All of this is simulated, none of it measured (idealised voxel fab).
This section sets out a process module, namely voxel wiring stack.
Square cells of 5 nm make up the cross-section cut, whose width is 300 nm.
Cross-section format: a grid of square cells, given as bands from top to bottom; each band is one or more rows of cells.
Each band's line starts with the height of the band's top and of its bottom, in nm. Then come its materials from left to right, each with its width in nm. One material with "all across" fills the band from edge to edge. "blank" is empty space.
Beneath 0, the wafer as received is one material, and that level is where height counting begins. The lowest band goes on downward without a bottom; it is written like "top 0, no bottom".
So if you see something like "30->40" for the width, read it as the top row of the band sitting at the first number and the bottom row at the second, with every row in between moving by the same amount as the last.
"everything unchanged", as given for a step, is the statement that not any cell of the cross-section underwent a change during that step.
For the entry "Fully sealed cavities", the listed items are empty spaces with no open way to the top whose size is 8 cells or more; each item follows the pattern width x height at distance, where distance is from the left edge and all three are in nm.
Post-settings text on a step line: simulator's own remark regarding the step.
overlay nm: step with mask; distance mask lay right of planned place; negative value = left of planned place.
-- Planned step list for the process
1,RECEIVE [material Si]
2,CONFORMAL_DEP [material SiO2] [thk nm 10]
3,DIRECTIONAL_DEP [material TiN] [thk nm 5]
4,DIRECTIONAL_DEP [material W] [thk nm 20]
5,PATTERN [tone cover] [mask id METAL_1] [material resist] [width nm 30] [pitch nm 60] [thk nm 20] [overlay nm 0]
6,DIRECTIONAL_ETCH [etch materials W] [depth nm 20]
7,DIRECTIONAL_ETCH [etch materials TiN] [depth nm 5]
8,STRIP [etch materials resist]
9,CONFORMAL_DEP [material SiN] [thk nm 5]
10,FILL_DEP [material SiO2] [thk nm 5]
11,CMP [height nm 35]
12,CONFORMAL_DEP [material SiCN] [thk nm 5]
13,DIRECTIONAL_DEP [material SiO2] [thk nm 30]
14,MASKED_ETCH [tone open] [mask id METAL_2_HOLES] [width nm 15] [pitch nm 60] [etch materials SiO2] [depth nm 30] [overlay nm 0]
15,PATTERN [tone open] [mask id METAL_2] [material resist] [width nm 30] [pitch nm 60] [thk nm 15] [overlay nm 0]
16,DIRECTIONAL_ETCH [etch materials SiO2] [depth nm 15]
17,DIRECTIONAL_ETCH [etch materials SiCN] [depth nm 5]
18,STRIP [etch materials resist]
19,CONFORMAL_DEP [material TiN] [thk nm 5]
20,FILL_DEP [material Cu] [thk nm 10]
21,CMP [height nm 70]
22,CONFORMAL_DEP [material SiCN] [thk nm 5]
-- What follows covers the first of two wafers; it ran as planned
-- The cross-section here shows the wafer as received, i.e. in its state after step 1
top 0, no bottom | Si all across
Fully sealed cavities: none
-- Once step 2 is through, the wafer looks like this in cross-section
top 10, bottom 0 | SiO2 all across
Rest of section, below 0: as before.
-- Once step 3 is through, the wafer looks like this in cross-section
top 15, bottom 10 | TiN all across
Rest of section, below 10: as before.
-- Once step 4 is through, the wafer looks like this in cross-section
top 35, bottom 15 | W all across
Rest of section, below 15: as before.
-- Once step 5 is through, the wafer looks like this in cross-section
top 55, bottom 35 | 75 nm blank  30 nm resist  30 nm blank  30 nm resist  30 nm blank  30 nm resist  75 nm blank
Rest of section, below 35: as before.
-- Once step 6 is through, the wafer looks like this in cross-section
top 55, bottom 35 | 75 nm blank  30 nm resist  30 nm blank  30 nm resist  30 nm blank  30 nm resist  75 nm blank
top 35, bottom 15 | 75 nm blank  30 nm W  30 nm blank  30 nm W  30 nm blank  30 nm W  75 nm blank
Rest of section, below 15: as before.
-- Once step 7 is through, the wafer looks like this in cross-section
top 55, bottom 35 | 75 nm blank  30 nm resist  30 nm blank  30 nm resist  30 nm blank  30 nm resist  75 nm blank
top 35, bottom 15 | 75 nm blank  30 nm W  30 nm blank  30 nm W  30 nm blank  30 nm W  75 nm blank
top 15, bottom 10 | 75 nm blank  30 nm TiN  30 nm blank  30 nm TiN  30 nm blank  30 nm TiN  75 nm blank
Rest of section, below 10: as before.
-- Once step 8 is through, the wafer looks like this in cross-section
top 35, bottom 15 | 75 nm blank  30 nm W  30 nm blank  30 nm W  30 nm blank  30 nm W  75 nm blank
Rest of section, below 15: as before.
-- Once step 9 is through, the wafer looks like this in cross-section
top 40, bottom 35 | 70 nm blank  40 nm SiN  20 nm blank  40 nm SiN  20 nm blank  40 nm SiN  70 nm blank
top 35, bottom 15 | 70 nm blank  5 nm SiN  30 nm W  5 nm SiN  20 nm blank  5 nm SiN  30 nm W  5 nm SiN  20 nm blank  5 nm SiN  30 nm W  5 nm SiN  70 nm blank
top 15, bottom 10 | 75 nm SiN  30 nm TiN  30 nm SiN  30 nm TiN  30 nm SiN  30 nm TiN  75 nm SiN
Rest of section, below 10: as before.
-- Once step 10 is through, the wafer looks like this in cross-section
top 45, bottom 40 | SiO2 all across
top 40, bottom 35 | 70 nm SiO2  40 nm SiN  20 nm SiO2  40 nm SiN  20 nm SiO2  40 nm SiN  70 nm SiO2
top 35, bottom 15 | 70 nm SiO2  5 nm SiN  30 nm W  5 nm SiN  20 nm SiO2  5 nm SiN  30 nm W  5 nm SiN  20 nm SiO2  5 nm SiN  30 nm W  5 nm SiN  70 nm SiO2
Rest of section, below 15: as before.
-- Once step 11 is through, the wafer looks like this in cross-section
top 35, bottom 15 | 70 nm SiO2  5 nm SiN  30 nm W  5 nm SiN  20 nm SiO2  5 nm SiN  30 nm W  5 nm SiN  20 nm SiO2  5 nm SiN  30 nm W  5 nm SiN  70 nm SiO2
Rest of section, below 15: as before.
-- Once step 12 is through, the wafer looks like this in cross-section
top 40, bottom 35 | SiCN all across
Rest of section, below 35: as before.
-- Once step 13 is through, the wafer looks like this in cross-section
top 70, bottom 40 | SiO2 all across
Rest of section, below 40: as before.
-- Once step 14 is through, the wafer looks like this in cross-section
top 70, bottom 40 | 75 nm SiO2  15 nm blank  45 nm SiO2  15 nm blank  45 nm SiO2  15 nm blank  90 nm SiO2
Rest of section, below 40: as before.
-- Once step 15 is through, the wafer looks like this in cross-section
top 85, bottom 70 | 75 nm resist  30 nm blank  30 nm resist  30 nm blank  30 nm resist  30 nm blank  75 nm resist
Rest of section, below 70: as before.
-- Once step 16 is through, the wafer looks like this in cross-section
top 85, bottom 70 | 75 nm resist  30 nm blank  30 nm resist  30 nm blank  30 nm resist  30 nm blank  75 nm resist
top 70, bottom 55 | 75 nm SiO2  30 nm blank  30 nm SiO2  30 nm blank  30 nm SiO2  30 nm blank  75 nm SiO2
Rest of section, below 55: as before.
-- Once step 17 is through, the wafer looks like this in cross-section
top 85, bottom 70 | 75 nm resist  30 nm blank  30 nm resist  30 nm blank  30 nm resist  30 nm blank  75 nm resist
top 70, bottom 55 | 75 nm SiO2  30 nm blank  30 nm SiO2  30 nm blank  30 nm SiO2  30 nm blank  75 nm SiO2
top 55, bottom 40 | 75 nm SiO2  15 nm blank  45 nm SiO2  15 nm blank  45 nm SiO2  15 nm blank  90 nm SiO2
top 40, bottom 35 | 75 nm SiCN  15 nm blank  45 nm SiCN  15 nm blank  45 nm SiCN  15 nm blank  90 nm SiCN
Rest of section, below 35: as before.
-- Once step 18 is through, the wafer looks like this in cross-section
top 70, bottom 55 | 75 nm SiO2  30 nm blank  30 nm SiO2  30 nm blank  30 nm SiO2  30 nm blank  75 nm SiO2
Rest of section, below 55: as before.
-- Once step 19 is through, the wafer looks like this in cross-section
top 75, bottom 70 | 80 nm TiN  20 nm blank  40 nm TiN  20 nm blank  40 nm TiN  20 nm blank  80 nm TiN
top 70, bottom 60 | 75 nm SiO2  5 nm TiN  20 nm blank  5 nm TiN  30 nm SiO2  5 nm TiN  20 nm blank  5 nm TiN  30 nm SiO2  5 nm TiN  20 nm blank  5 nm TiN  75 nm SiO2
top 60, bottom 55 | 75 nm SiO2  5 nm TiN  5 nm blank  20 nm TiN  30 nm SiO2  5 nm TiN  5 nm blank  20 nm TiN  30 nm SiO2  5 nm TiN  5 nm blank  20 nm TiN  75 nm SiO2
top 55, bottom 40 | 75 nm SiO2  5 nm TiN  5 nm blank  5 nm TiN  45 nm SiO2  5 nm TiN  5 nm blank  5 nm TiN  45 nm SiO2  5 nm TiN  5 nm blank  5 nm TiN  90 nm SiO2
top 40, bottom 35 | 75 nm SiCN  15 nm TiN  45 nm SiCN  15 nm TiN  45 nm SiCN  15 nm TiN  90 nm SiCN
Rest of section, below 35: as before.
-- Once step 20 is through, the wafer looks like this in cross-section
top 85, bottom 75 | Cu all across
top 75, bottom 70 | 80 nm TiN  20 nm Cu  40 nm TiN  20 nm Cu  40 nm TiN  20 nm Cu  80 nm TiN
top 70, bottom 60 | 75 nm SiO2  5 nm TiN  20 nm Cu  5 nm TiN  30 nm SiO2  5 nm TiN  20 nm Cu  5 nm TiN  30 nm SiO2  5 nm TiN  20 nm Cu  5 nm TiN  75 nm SiO2
top 60, bottom 55 | 75 nm SiO2  5 nm TiN  5 nm Cu  20 nm TiN  30 nm SiO2  5 nm TiN  5 nm Cu  20 nm TiN  30 nm SiO2  5 nm TiN  5 nm Cu  20 nm TiN  75 nm SiO2
top 55, bottom 40 | 75 nm SiO2  5 nm TiN  5 nm Cu  5 nm TiN  45 nm SiO2  5 nm TiN  5 nm Cu  5 nm TiN  45 nm SiO2  5 nm TiN  5 nm Cu  5 nm TiN  90 nm SiO2
Rest of section, below 40: as before.
-- Once step 21 is through, the wafer looks like this in cross-section
top 70, bottom 60 | 75 nm SiO2  5 nm TiN  20 nm Cu  5 nm TiN  30 nm SiO2  5 nm TiN  20 nm Cu  5 nm TiN  30 nm SiO2  5 nm TiN  20 nm Cu  5 nm TiN  75 nm SiO2
Rest of section, below 60: as before.
-- Once step 22 is through, the wafer looks like this in cross-section
top 75, bottom 70 | SiCN all across
Rest of section, below 70: as before.
-- It is to be noted that the second wafer proceeded from the same initial state and according to the same plan as the first, although one mistake was committed in its execution; through step 1, inclusive, the two wafers share an identical history
Cross-section of the second wafer at the time by which step 2 should have been completed according to the plan: everything unchanged
-- Cross-section of the second wafer at the time by which step 3 should have been completed according to the plan
top 5, bottom 0 | TiN all across
Rest of section, below 0: as before.
-- Cross-section of the second wafer at the time by which step 4 should have been completed according to the plan
top 25, bottom 5 | W all across
Rest of section, below 5: as before.
-- Cross-section of the second wafer at the time by which step 5 should have been completed according to the plan
top 45, bottom 25 | 75 nm blank  30 nm resist  30 nm blank  30 nm resist  30 nm blank  30 nm resist  75 nm blank
Rest of section, below 25: as before.
-- Cross-section of the second wafer at the time by which step 6 should have been completed according to the plan
top 45, bottom 25 | 75 nm blank  30 nm resist  30 nm blank  30 nm resist  30 nm blank  30 nm resist  75 nm blank
top 25, bottom 5 | 75 nm blank  30 nm W  30 nm blank  30 nm W  30 nm blank  30 nm W  75 nm blank
Rest of section, below 5: as before.
-- Cross-section of the second wafer at the time by which step 7 should have been completed according to the plan
top 45, bottom 25 | 75 nm blank  30 nm resist  30 nm blank  30 nm resist  30 nm blank  30 nm resist  75 nm blank
top 25, bottom 5 | 75 nm blank  30 nm W  30 nm blank  30 nm W  30 nm blank  30 nm W  75 nm blank
top 5, bottom 0 | 75 nm blank  30 nm TiN  30 nm blank  30 nm TiN  30 nm blank  30 nm TiN  75 nm blank
Rest of section, below 0: as before.
-- Cross-section of the second wafer at the time by which step 8 should have been completed according to the plan
top 25, bottom 5 | 75 nm blank  30 nm W  30 nm blank  30 nm W  30 nm blank  30 nm W  75 nm blank
Rest of section, below 5: as before.
-- Cross-section of the second wafer at the time by which step 9 should have been completed according to the plan
top 30, bottom 25 | 70 nm blank  40 nm SiN  20 nm blank  40 nm SiN  20 nm blank  40 nm SiN  70 nm blank
top 25, bottom 5 | 70 nm blank  5 nm SiN  30 nm W  5 nm SiN  20 nm blank  5 nm SiN  30 nm W  5 nm SiN  20 nm blank  5 nm SiN  30 nm W  5 nm SiN  70 nm blank
top 5, bottom 0 | 75 nm SiN  30 nm TiN  30 nm SiN  30 nm TiN  30 nm SiN  30 nm TiN  75 nm SiN
Rest of section, below 0: as before.
-- Cross-section of the second wafer at the time by which step 10 should have been completed according to the plan
top 35, bottom 30 | SiO2 all across
top 30, bottom 25 | 70 nm SiO2  40 nm SiN  20 nm SiO2  40 nm SiN  20 nm SiO2  40 nm SiN  70 nm SiO2
top 25, bottom 5 | 70 nm SiO2  5 nm SiN  30 nm W  5 nm SiN  20 nm SiO2  5 nm SiN  30 nm W  5 nm SiN  20 nm SiO2  5 nm SiN  30 nm W  5 nm SiN  70 nm SiO2
Rest of section, below 5: as before.
Cross-section of the second wafer at the time by which step 11 should have been completed according to the plan: everything unchanged
-- Cross-section of the second wafer at the time by which step 12 should have been completed according to the plan
top 40, bottom 35 | SiCN all across
Rest of section, below 35: as before.
-- Cross-section of the second wafer at the time by which step 13 should have been completed according to the plan
top 70, bottom 40 | SiO2 all across
Rest of section, below 40: as before.
-- Cross-section of the second wafer at the time by which step 14 should have been completed according to the plan
top 70, bottom 40 | 75 nm SiO2  15 nm blank  45 nm SiO2  15 nm blank  45 nm SiO2  15 nm blank  90 nm SiO2
Rest of section, below 40: as before.
-- Cross-section of the second wafer at the time by which step 15 should have been completed according to the plan
top 85, bottom 70 | 75 nm resist  30 nm blank  30 nm resist  30 nm blank  30 nm resist  30 nm blank  75 nm resist
Rest of section, below 70: as before.
-- Cross-section of the second wafer at the time by which step 16 should have been completed according to the plan
top 85, bottom 70 | 75 nm resist  30 nm blank  30 nm resist  30 nm blank  30 nm resist  30 nm blank  75 nm resist
top 70, bottom 55 | 75 nm SiO2  30 nm blank  30 nm SiO2  30 nm blank  30 nm SiO2  30 nm blank  75 nm SiO2
Rest of section, below 55: as before.
-- Cross-section of the second wafer at the time by which step 17 should have been completed according to the plan
top 85, bottom 70 | 75 nm resist  30 nm blank  30 nm resist  30 nm blank  30 nm resist  30 nm blank  75 nm resist
top 70, bottom 55 | 75 nm SiO2  30 nm blank  30 nm SiO2  30 nm blank  30 nm SiO2  30 nm blank  75 nm SiO2
top 55, bottom 40 | 75 nm SiO2  15 nm blank  45 nm SiO2  15 nm blank  45 nm SiO2  15 nm blank  90 nm SiO2
top 40, bottom 35 | 75 nm SiCN  15 nm blank  45 nm SiCN  15 nm blank  45 nm SiCN  15 nm blank  90 nm SiCN
Rest of section, below 35: as before.
-- Cross-section of the second wafer at the time by which step 18 should have been completed according to the plan
top 70, bottom 55 | 75 nm SiO2  30 nm blank  30 nm SiO2  30 nm blank  30 nm SiO2  30 nm blank  75 nm SiO2
Rest of section, below 55: as before.
-- Cross-section of the second wafer at the time by which step 19 should have been completed according to the plan
top 75, bottom 70 | 80 nm TiN  20 nm blank  40 nm TiN  20 nm blank  40 nm TiN  20 nm blank  80 nm TiN
top 70, bottom 60 | 75 nm SiO2  5 nm TiN  20 nm blank  5 nm TiN  30 nm SiO2  5 nm TiN  20 nm blank  5 nm TiN  30 nm SiO2  5 nm TiN  20 nm blank  5 nm TiN  75 nm SiO2
top 60, bottom 55 | 75 nm SiO2  5 nm TiN  5 nm blank  20 nm TiN  30 nm SiO2  5 nm TiN  5 nm blank  20 nm TiN  30 nm SiO2  5 nm TiN  5 nm blank  20 nm TiN  75 nm SiO2
top 55, bottom 40 | 75 nm SiO2  5 nm TiN  5 nm blank  5 nm TiN  45 nm SiO2  5 nm TiN  5 nm blank  5 nm TiN  45 nm SiO2  5 nm TiN  5 nm blank  5 nm TiN  90 nm SiO2
top 40, bottom 35 | 75 nm SiCN  15 nm TiN  45 nm SiCN  15 nm TiN  45 nm SiCN  15 nm TiN  90 nm SiCN
Rest of section, below 35: as before.
-- Cross-section of the second wafer at the time by which step 20 should have been completed according to the plan
top 85, bottom 75 | Cu all across
top 75, bottom 70 | 80 nm TiN  20 nm Cu  40 nm TiN  20 nm Cu  40 nm TiN  20 nm Cu  80 nm TiN
top 70, bottom 60 | 75 nm SiO2  5 nm TiN  20 nm Cu  5 nm TiN  30 nm SiO2  5 nm TiN  20 nm Cu  5 nm TiN  30 nm SiO2  5 nm TiN  20 nm Cu  5 nm TiN  75 nm SiO2
top 60, bottom 55 | 75 nm SiO2  5 nm TiN  5 nm Cu  20 nm TiN  30 nm SiO2  5 nm TiN  5 nm Cu  20 nm TiN  30 nm SiO2  5 nm TiN  5 nm Cu  20 nm TiN  75 nm SiO2
top 55, bottom 40 | 75 nm SiO2  5 nm TiN  5 nm Cu  5 nm TiN  45 nm SiO2  5 nm TiN  5 nm Cu  5 nm TiN  45 nm SiO2  5 nm TiN  5 nm Cu  5 nm TiN  90 nm SiO2
Rest of section, below 40: as before.
-- Cross-section of the second wafer at the time by which step 21 should have been completed according to the plan
top 70, bottom 60 | 75 nm SiO2  5 nm TiN  20 nm Cu  5 nm TiN  30 nm SiO2  5 nm TiN  20 nm Cu  5 nm TiN  30 nm SiO2  5 nm TiN  20 nm Cu  5 nm TiN  75 nm SiO2
Rest of section, below 60: as before.
-- Cross-section of the second wafer at the time by which step 22 should have been completed according to the plan
top 75, bottom 70 | SiCN all across
Rest of section, below 70: as before.
Deviation noted in wafer processing: not run: step 2 of the plan (skipped)
Upon completion, the second wafer contains, in terms of cells, a greater or smaller amount of certain materials than the first wafer: +24 SiN, -24 SiO2
